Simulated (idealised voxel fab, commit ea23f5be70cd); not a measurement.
process module | voxel plated lines
cross-section cut | 295 nm wide | cells 5 nm
A cross-section is a grid of square cells, given in bands from the top down. A band is one or more rows of cells.
Each band's line starts with the height of the band's top and of its bottom, in nm. Then come its materials from left to right, each with its width in nm. One material with "throughout" fills the band from edge to edge. "air" is empty space.
Height 0 is the level under which the wafer as received is all one material. The lowest band goes on downwards, as in "0 down".
A width such as "30 to 40" changes by the same amount from each row of cells to the next, from the band's top row to its bottom row.
"no change" after a step means that no cell of the cross-section changed.
closed voids: empty space of 8 cells or more with no open way to the top, each as width x height at its distance from the left edge, in nm
after a step's settings: what the simulator itself notes on the step
overlay nm, on a step with a mask: how far to the right of its planned place the mask lay; to the left if negative
plan
1 op RECEIVE | material Si
2 op CONFORMAL_DEP | material Al2O3 | thk nm 15
3 op DIRECTIONAL_DEP | material TiN | thk nm 5
4 op PATTERN | tone open | mask id LINES | material resist | width nm 30 | pitch nm 55 | thk nm 20 | overlay nm 0
5 op EPI | material Ru | thk nm 5
6 op STRIP | etch materials resist
7 op DIRECTIONAL_ETCH | etch materials TiN | depth nm 5
8 op CONFORMAL_DEP | material SiN | thk nm 10
as received, after step 1
  0 down: Si throughout
  closed voids: none
first wafer at the end, as planned
  35 to 25: air 95 | SiN 50 | air 5 | SiN 50 | air 95
  25 to 20: SiN 105 | Ru 30 | SiN 25 | Ru 30 | SiN 105
  20 to 15: SiN 105 | TiN 30 | SiN 25 | TiN 30 | SiN 105
  15 to 0: Al2O3 throughout
  0 down: Si throughout
  closed voids: none
second wafer at the end: like start, like plan, one mistake
  35 to 25: SiN 115 | air 10 | SiN 45 | air 10 | SiN 115
  25 to 20: Ru 105 | SiN 30 | Ru 25 | SiN 30 | Ru 105
  20 to 15: TiN 105 | SiN 30 | TiN 25 | SiN 30 | TiN 105
  15 to 0: Al2O3 throughout
  0 down: Si throughout
  closed voids: none
what went wrong: step 4 ran as: op PATTERN | tone cover | mask id LINES | material resist | width nm 30 | pitch nm 55 | thk nm 20 | overlay nm 0
at the end the second wafer has, in cells: 35 more of Ru | 35 more of TiN
